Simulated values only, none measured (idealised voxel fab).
Process module heading - voxel tone inversion
Section cut is 140 nm wide and gridded with 5 nm square cells.
Reading order for cross-sections: top band down to bottom band. Underlying form: a grid of square cells. Band size: one or more rows of cells.
This entry defines a band. It first specifies the height of the band's top and the height of its bottom in nm, and then specifies the band's materials from left to right, stating each material with its width in nm. The word "edge to edge" identifies a single material that fills the band from edge to edge, while the word "empty" identifies empty space.
Ref level 0: as-received wafer is one material below here. Bottom band extends down with no lower bound ("from 0 down").
A two-number width, for instance "30 to 40", indicates that the width is equal to the first number in the top row of the band and to the second number in the bottom row, and that it changes by a constant amount per row of cells.
Reading "remained unchanged" for a step: not a cell of the cross-section changed in it.
So "Encapsulated voids" is basically the list of trapped voids: any empty space of 8 cells or more that can't reach the top through an opening. They're written width x height at distance, the distance being from the left edge, and it's all nm.
Post-settings text on a step line: simulator's own remark regarding the step.
The line of a step may include "overlay nm". On a step with a mask, this value is how far to the right of its planned place the mask lay. A negative value means the mask lay to the left.
**Process steps (planned)**
| 1 | RECEIVE | material Si |
| 2 | CONFORMAL_DEP | material SiCN | thk nm 10 |
| 3 | DIRECTIONAL_DEP | material polySi | thk nm 15 |
| 4 | PATTERN | tone cover | mask id POSTS | material resist | width nm 20 | pitch nm 50 | thk nm 25 | overlay nm 0 |
| 5 | DIRECTIONAL_ETCH | etch materials polySi | depth nm 15 |
| 6 | STRIP | etch materials resist |
| 7 | FILL_DEP | material SiO2 | thk nm 5 |
| 8 | CMP | height nm 25 |
| 9 | STRIP | etch materials polySi |
**Incoming wafer in cross-section (state: after step 1)**
  from 0 down | Si edge to edge
  Encapsulated voids: none
**Final wafer profile in cross-section after the module, from the same start and plan as above, with one mistake made during processing**
  from 25 to 10 | SiO2: 35 / empty: 20 / SiO2: 30 / empty: 20 / SiO2: 35
  from 10 to 0 | SiO2 edge to edge
  from 0 down | Si edge to edge
  Encapsulated voids: none
It is concluded that the wafer was processed incorrectly with respect to the plan, in that step 2 ran as: CONFORMAL_DEP | material SiO2 | thk nm 10
